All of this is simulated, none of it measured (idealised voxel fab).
This section sets out a process module, namely voxel air gaps.
For reference, the cross-section in this document is cut, with width 155 nm and square cells of 5 nm.
Cross-section layout: square cells on a grid; listed as bands, top to bottom; a band spans one or more cell rows. Basically the band line says how high the top is and how high the bottom is, in nm, and then what's in it from left to right, every material with its width in nm. Empty space shows up as "blank", and if a single material carries "all across" it runs the full band edge to edge. Height reference: 0 = level under which incoming wafer is all one material. Lowest band: no bottom, runs on downward, e.g. "0..down". A two-number width, for instance "30->40", indicates that the width is equal to the first number in the top row of the band and to the second number in the bottom row, and that it changes by a constant amount per row of cells. Reading "changes: none" for a step: not a cell of the cross-section changed in it. In the "Sealed-off cavities" entry, you get each enclosed empty space of 8 cells or more, one with no open way to the top, written width x height at distance, distance from the left edge, in nm. Note: text after step settings on the step line = simulator remark on that step. Steps that use a mask can have "overlay nm" on their line. It says how far the mask sat to the right of where it was meant to be. Negative means to the left.
### The process steps that were planned are listed below
1: RECEIVE,material Si
2: CONFORMAL_DEP,material SiO2,thk nm 15
3: CONFORMAL_DEP,material SiN,thk nm 5
4: DIRECTIONAL_DEP,material lowk,thk nm 35
5: DIRECTIONAL_DEP,material aC,thk nm 10
6: PATTERN,tone open,mask id LINES,material resist,width nm 15,pitch nm 40,thk nm 30,overlay nm 0
7: DIRECTIONAL_ETCH,etch materials aC,depth nm 10
8: STRIP,etch materials resist
9: DIRECTIONAL_ETCH,etch materials lowk,depth nm 35
10: STRIP,etch materials aC
11: CONFORMAL_DEP,material TiN,thk nm 5
12: FILL_DEP,material Ru,thk nm 5
13: CMP,height nm 55
14: EPI,material Ru,thk nm 10
15: SELECTIVE_ETCH,etch materials lowk,depth nm 45
16: CONFORMAL_DEP,material SiN,thk nm 5
### The first of the two wafers, which ran as planned
### Incoming wafer in cross-section (state: after step 1)
	0..down = Si all across
	Sealed-off cavities: none
### Wafer section view after processing step 2
	15..0 = SiO2 all across
	Below 0 it's all the same as before, nothing changed down there.
### Wafer section view after processing step 3
	20..15 = SiN all across
	Below 15 it's all the same as before, nothing changed down there.
### Wafer section view after processing step 4
	55..20 = lowk all across
	Below 20 it's all the same as before, nothing changed down there.
### Wafer section view after processing step 5
	65..55 = aC all across
	Below 55 it's all the same as before, nothing changed down there.
### Wafer section view after processing step 6
	95..65 = resist 30 nm, blank 15 nm, resist 25 nm, blank 15 nm, resist 25 nm, blank 15 nm, resist 30 nm
	Below 65 it's all the same as before, nothing changed down there.
### Wafer section view after processing step 7
	85..65 = resist 30 nm, blank 15 nm, resist 25 nm, blank 15 nm, resist 25 nm, blank 15 nm, resist 30 nm
	65..55 = aC 30 nm, blank 15 nm, aC 25 nm, blank 15 nm, aC 25 nm, blank 15 nm, aC 30 nm
	Below 55 it's all the same as before, nothing changed down there.
### Wafer section view after processing step 8
	65..55 = aC 30 nm, blank 15 nm, aC 25 nm, blank 15 nm, aC 25 nm, blank 15 nm, aC 30 nm
	Below 55 it's all the same as before, nothing changed down there.
### Wafer section view after processing step 9
	65..55 = aC 30 nm, blank 15 nm, aC 25 nm, blank 15 nm, aC 25 nm, blank 15 nm, aC 30 nm
	55..20 = lowk 30 nm, blank 15 nm, lowk 25 nm, blank 15 nm, lowk 25 nm, blank 15 nm, lowk 30 nm
	Below 20 it's all the same as before, nothing changed down there.
### Wafer section view after processing step 10
	55..20 = lowk 30 nm, blank 15 nm, lowk 25 nm, blank 15 nm, lowk 25 nm, blank 15 nm, lowk 30 nm
	Below 20 it's all the same as before, nothing changed down there.
### Wafer section view after processing step 11
	60..55 = TiN 35 nm, blank 5 nm, TiN 35 nm, blank 5 nm, TiN 35 nm, blank 5 nm, TiN 35 nm
	55..25 = lowk 30 nm, TiN 5 nm, blank 5 nm, TiN 5 nm, lowk 25 nm, TiN 5 nm, blank 5 nm, TiN 5 nm, lowk 25 nm, TiN 5 nm, blank 5 nm, TiN 5 nm, lowk 30 nm
	25..20 = lowk 30 nm, TiN 15 nm, lowk 25 nm, TiN 15 nm, lowk 25 nm, TiN 15 nm, lowk 30 nm
	Below 20 it's all the same as before, nothing changed down there.
### Wafer section view after processing step 12
	65..60 = Ru all across
	60..55 = TiN 35 nm, Ru 5 nm, TiN 35 nm, Ru 5 nm, TiN 35 nm, Ru 5 nm, TiN 35 nm
	55..25 = lowk 30 nm, TiN 5 nm, Ru 5 nm, TiN 5 nm, lowk 25 nm, TiN 5 nm, Ru 5 nm, TiN 5 nm, lowk 25 nm, TiN 5 nm, Ru 5 nm, TiN 5 nm, lowk 30 nm
	Below 25 it's all the same as before, nothing changed down there.
### Wafer section view after processing step 13
	55..25 = lowk 30 nm, TiN 5 nm, Ru 5 nm, TiN 5 nm, lowk 25 nm, TiN 5 nm, Ru 5 nm, TiN 5 nm, lowk 25 nm, TiN 5 nm, Ru 5 nm, TiN 5 nm, lowk 30 nm
	Below 25 it's all the same as before, nothing changed down there.
### Wafer section view after processing step 14
	65..55 = blank 20 nm, Ru 35 nm, blank 5 nm, Ru 35 nm, blank 5 nm, Ru 35 nm, blank 20 nm
	Below 55 it's all the same as before, nothing changed down there.
### Wafer section view after processing step 15
	65..55 = blank 20 nm, Ru 35 nm, blank 5 nm, Ru 35 nm, blank 5 nm, Ru 35 nm, blank 20 nm
	55..25 = blank 30 nm, TiN 5 nm, Ru 5 nm, TiN 5 nm, blank 25 nm, TiN 5 nm, Ru 5 nm, TiN 5 nm, blank 25 nm, TiN 5 nm, Ru 5 nm, TiN 5 nm, blank 30 nm
	25..20 = blank 30 nm, TiN 15 nm, blank 25 nm, TiN 15 nm, blank 25 nm, TiN 15 nm, blank 30 nm
	Below 20 it's all the same as before, nothing changed down there.
### Wafer section view after processing step 16
	70..65 = blank 15 nm, SiN 125 nm, blank 15 nm
	65..55 = blank 15 nm, SiN 5 nm, Ru 35 nm, SiN 5 nm, Ru 35 nm, SiN 5 nm, Ru 35 nm, SiN 5 nm, blank 15 nm
	55..50 = blank 15 nm, SiN 15 nm, TiN 5 nm, Ru 5 nm, TiN 5 nm, SiN 25 nm, TiN 5 nm, Ru 5 nm, TiN 5 nm, SiN 25 nm, TiN 5 nm, Ru 5 nm, TiN 5 nm, SiN 15 nm, blank 15 nm
	50..25 = blank 25 nm, SiN 5 nm, TiN 5 nm, Ru 5 nm, TiN 5 nm, SiN 5 nm, blank 15 nm, SiN 5 nm, TiN 5 nm, Ru 5 nm, TiN 5 nm, SiN 5 nm, blank 15 nm, SiN 5 nm, TiN 5 nm, Ru 5 nm, TiN 5 nm, SiN 5 nm, blank 25 nm
	25..20 = SiN 30 nm, TiN 15 nm, SiN 25 nm, TiN 15 nm, SiN 25 nm, TiN 15 nm, SiN 30 nm
	Below 20 it's all the same as before, nothing changed down there.
	Sealed-off cavities: 15 x 25 at 50; 15 x 25 at 90
### Second wafer. Start and plan as for the first. One mistake made in running. Agrees with the first up to and including step 5
### Cross-section of the second wafer corresponding to the planned conclusion of step 6
	95..65 = resist 40 nm, blank 15 nm, resist 25 nm, blank 15 nm, resist 25 nm, blank 15 nm, resist 20 nm
	Below 65 it's all the same as before, nothing changed down there.
### Cross-section of the second wafer corresponding to the planned conclusion of step 7
	85..65 = resist 40 nm, blank 15 nm, resist 25 nm, blank 15 nm, resist 25 nm, blank 15 nm, resist 20 nm
	65..55 = aC 40 nm, blank 15 nm, aC 25 nm, blank 15 nm, aC 25 nm, blank 15 nm, aC 20 nm
	Below 55 it's all the same as before, nothing changed down there.
### Cross-section of the second wafer corresponding to the planned conclusion of step 8
	65..55 = aC 40 nm, blank 15 nm, aC 25 nm, blank 15 nm, aC 25 nm, blank 15 nm, aC 20 nm
	Below 55 it's all the same as before, nothing changed down there.
### Cross-section of the second wafer corresponding to the planned conclusion of step 9
	65..55 = aC 40 nm, blank 15 nm, aC 25 nm, blank 15 nm, aC 25 nm, blank 15 nm, aC 20 nm
	55..20 = lowk 40 nm, blank 15 nm, lowk 25 nm, blank 15 nm, lowk 25 nm, blank 15 nm, lowk 20 nm
	Below 20 it's all the same as before, nothing changed down there.
### Cross-section of the second wafer corresponding to the planned conclusion of step 10
	55..20 = lowk 40 nm, blank 15 nm, lowk 25 nm, blank 15 nm, lowk 25 nm, blank 15 nm, lowk 20 nm
	Below 20 it's all the same as before, nothing changed down there.
### Cross-section of the second wafer corresponding to the planned conclusion of step 11
	60..55 = TiN 45 nm, blank 5 nm, TiN 35 nm, blank 5 nm, TiN 35 nm, blank 5 nm, TiN 25 nm
	55..25 = lowk 40 nm, TiN 5 nm, blank 5 nm, TiN 5 nm, lowk 25 nm, TiN 5 nm, blank 5 nm, TiN 5 nm, lowk 25 nm, TiN 5 nm, blank 5 nm, TiN 5 nm, lowk 20 nm
	25..20 = lowk 40 nm, TiN 15 nm, lowk 25 nm, TiN 15 nm, lowk 25 nm, TiN 15 nm, lowk 20 nm
	Below 20 it's all the same as before, nothing changed down there.
### Cross-section of the second wafer corresponding to the planned conclusion of step 12
	65..60 = Ru all across
	60..55 = TiN 45 nm, Ru 5 nm, TiN 35 nm, Ru 5 nm, TiN 35 nm, Ru 5 nm, TiN 25 nm
	55..25 = lowk 40 nm, TiN 5 nm, Ru 5 nm, TiN 5 nm, lowk 25 nm, TiN 5 nm, Ru 5 nm, TiN 5 nm, lowk 25 nm, TiN 5 nm, Ru 5 nm, TiN 5 nm, lowk 20 nm
	Below 25 it's all the same as before, nothing changed down there.
### Cross-section of the second wafer corresponding to the planned conclusion of step 13
	55..25 = lowk 40 nm, TiN 5 nm, Ru 5 nm, TiN 5 nm, lowk 25 nm, TiN 5 nm, Ru 5 nm, TiN 5 nm, lowk 25 nm, TiN 5 nm, Ru 5 nm, TiN 5 nm, lowk 20 nm
	Below 25 it's all the same as before, nothing changed down there.
### Cross-section of the second wafer corresponding to the planned conclusion of step 14
	65..55 = blank 30 nm, Ru 35 nm, blank 5 nm, Ru 35 nm, blank 5 nm, Ru 35 nm, blank 10 nm
	Below 55 it's all the same as before, nothing changed down there.
### Cross-section of the second wafer corresponding to the planned conclusion of step 15
	65..55 = blank 30 nm, Ru 35 nm, blank 5 nm, Ru 35 nm, blank 5 nm, Ru 35 nm, blank 10 nm
	55..25 = blank 40 nm, TiN 5 nm, Ru 5 nm, TiN 5 nm, blank 25 nm, TiN 5 nm, Ru 5 nm, TiN 5 nm, blank 25 nm, TiN 5 nm, Ru 5 nm, TiN 5 nm, blank 20 nm
	25..20 = blank 40 nm, TiN 15 nm, blank 25 nm, TiN 15 nm, blank 25 nm, TiN 15 nm, blank 20 nm
	Below 20 it's all the same as before, nothing changed down there.
### Cross-section of the second wafer corresponding to the planned conclusion of step 16
	70..65 = blank 25 nm, SiN 125 nm, blank 5 nm
	65..55 = blank 25 nm, SiN 5 nm, Ru 35 nm, SiN 5 nm, Ru 35 nm, SiN 5 nm, Ru 35 nm, SiN 5 nm, blank 5 nm
	55..50 = blank 25 nm, SiN 15 nm, TiN 5 nm, Ru 5 nm, TiN 5 nm, SiN 25 nm, TiN 5 nm, Ru 5 nm, TiN 5 nm, SiN 25 nm, TiN 5 nm, Ru 5 nm, TiN 5 nm, SiN 15 nm, blank 5 nm
	50..25 = blank 35 nm, SiN 5 nm, TiN 5 nm, Ru 5 nm, TiN 5 nm, SiN 5 nm, blank 15 nm, SiN 5 nm, TiN 5 nm, Ru 5 nm, TiN 5 nm, SiN 5 nm, blank 15 nm, SiN 5 nm, TiN 5 nm, Ru 5 nm, TiN 5 nm, SiN 5 nm, blank 15 nm
	25..20 = SiN 40 nm, TiN 15 nm, SiN 25 nm, TiN 15 nm, SiN 25 nm, TiN 15 nm, SiN 20 nm
	Below 20 it's all the same as before, nothing changed down there.
	Sealed-off cavities: 15 x 25 at 60; 15 x 25 at 100
Which mistake was made when the wafer was run? for step 6, the planned setting was not used; the step was instead run as PATTERN,tone open,mask id LINES,material resist,width nm 15,pitch nm 40,thk nm 30,overlay nm 10
Final wafers compared: equal cell tally per material, rearranged layout.
